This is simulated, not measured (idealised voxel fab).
Process module, titled voxel lift off
The figure presents cross-section cut, which has a width of 285 nm and is divided into square cells with an edge length of 5 nm.
Cross-section layout: square cells on a grid; listed as bands, top to bottom; a band spans one or more cell rows.
In this notation a band is specified by the heights of its top and bottom, in that order and in nm, after which its materials appear from left to right, each paired with its width in nm. The word "everywhere" attached to a single material means that material fills the band from edge to edge; the word "air" stands for empty space.
Height datum 0, below which the as-received substrate wafer is one material. Lowest band open at the bottom, running downward: "from 0 down".
A width such as "30->40" changes by the same amount from each row of cells to the next, from the band's top row to its bottom row.
The cross-section has no changed cell in any step marked "remained the same".
Empty spaces without an open route to the top, at least 8 cells in extent, make up the entry "Unvented internal voids"; each is given as width x height at distance, where the distance is measured from the left edge, and all are in nm.
If you see something after the settings on a step's line, that's the simulator's own remark about that step.
You can add "overlay nm" to a step's line. For a step with a mask, it describes how far the mask lay to the right of its planned position, and a negative number describes a lay to the left.

[Listed below are the process steps as planned]
1,RECEIVE, material Si
2,CONFORMAL_DEP, material Al2O3, thk nm 15
3,PATTERN, tone open, mask id LINES, material resist, width nm 20, pitch nm 40, thk nm 30, overlay nm 0
4,DIRECTIONAL_DEP, material Ru, thk nm 15
5,STRIP, etch materials resist
6,CONFORMAL_DEP, material SiO2, thk nm 5

[First of two wafers, with the run carried out as planned]

[As-received wafer cross-section (after step 1)]
- from 0 down = Si everywhere
- Unvented internal voids: none

[After step 2: wafer cross-section]
- from 15 to 0 = Al2O3 everywhere
- Below 0 it's all the same as before, nothing changed down there.

[After step 3: wafer cross-section]
- from 45 to 15 = resist (70)  air (20)  resist (20)  air (20)  resist (20)  air (20)  resist (20)  air (20)  resist (75)
- Below 15 it's all the same as before, nothing changed down there.

[After step 4: wafer cross-section]
- from 60 to 45 = Ru (70)  air (20)  Ru (20)  air (20)  Ru (20)  air (20)  Ru (20)  air (20)  Ru (75)
- from 45 to 30 = resist (70)  air (20)  resist (20)  air (20)  resist (20)  air (20)  resist (20)  air (20)  resist (75)
- from 30 to 15 = resist (70)  Ru (20)  resist (20)  Ru (20)  resist (20)  Ru (20)  resist (20)  Ru (20)  resist (75)
- Below 15 it's all the same as before, nothing changed down there.

[After step 5: wafer cross-section]
- from 30 to 15 = air (70)  Ru (20)  air (20)  Ru (20)  air (20)  Ru (20)  air (20)  Ru (20)  air (75)
- Below 15 it's all the same as before, nothing changed down there.

[After step 6: wafer cross-section]
- from 35 to 30 = air (65)  SiO2 (30)  air (10)  SiO2 (30)  air (10)  SiO2 (30)  air (10)  SiO2 (30)  air (70)
- from 30 to 20 = air (65)  SiO2 (5)  Ru (20)  SiO2 (5)  air (10)  SiO2 (5)  Ru (20)  SiO2 (5)  air (10)  SiO2 (5)  Ru (20)  SiO2 (5)  air (10)  SiO2 (5)  Ru (20)  SiO2 (5)  air (70)
- from 20 to 15 = SiO2 (70)  Ru (20)  SiO2 (20)  Ru (20)  SiO2 (20)  Ru (20)  SiO2 (20)  Ru (20)  SiO2 (75)
- Below 15 it's all the same as before, nothing changed down there.

[Wafer two. Same start, same plan, one slip in execution. Same as wafer one through step 2, inclusive]

[Second wafer shown in cross-section at the time step 3 was slated to end]
- from 45 to 15 = air (70)  resist (20)  air (20)  resist (20)  air (20)  resist (20)  air (20)  resist (20)  air (75)
- Below 15 it's all the same as before, nothing changed down there.

[Second wafer shown in cross-section at the time step 4 was slated to end]
- from 60 to 45 = air (70)  Ru (20)  air (20)  Ru (20)  air (20)  Ru (20)  air (20)  Ru (20)  air (75)
- from 45 to 30 = air (70)  resist (20)  air (20)  resist (20)  air (20)  resist (20)  air (20)  resist (20)  air (75)
- from 30 to 15 = Ru (70)  resist (20)  Ru (20)  resist (20)  Ru (20)  resist (20)  Ru (20)  resist (20)  Ru (75)
- Below 15 it's all the same as before, nothing changed down there.

[Second wafer shown in cross-section at the time step 5 was slated to end]
- from 30 to 15 = Ru (70)  air (20)  Ru (20)  air (20)  Ru (20)  air (20)  Ru (20)  air (20)  Ru (75)
- Below 15 it's all the same as before, nothing changed down there.

[Second wafer shown in cross-section at the time step 6 was slated to end]
- from 35 to 30 = SiO2 (75)  air (10)  SiO2 (30)  air (10)  SiO2 (30)  air (10)  SiO2 (30)  air (10)  SiO2 (80)
- from 30 to 20 = Ru (70)  SiO2 (5)  air (10)  SiO2 (5)  Ru (20)  SiO2 (5)  air (10)  SiO2 (5)  Ru (20)  SiO2 (5)  air (10)  SiO2 (5)  Ru (20)  SiO2 (5)  air (10)  SiO2 (5)  Ru (75)
- from 20 to 15 = Ru (70)  SiO2 (20)  Ru (20)  SiO2 (20)  Ru (20)  SiO2 (20)  Ru (20)  SiO2 (20)  Ru (75)
- Below 15 it's all the same as before, nothing changed down there.
What broke from the plan during processing? so step 3 ended up running with a different setting than we planned, it ran as PATTERN, tone cover, mask id LINES, material resist, width nm 20, pitch nm 40, thk nm 30, overlay nm 0
Final difference in cells, second wafer against first, listed per material as more or fewer: Ru: 75 more
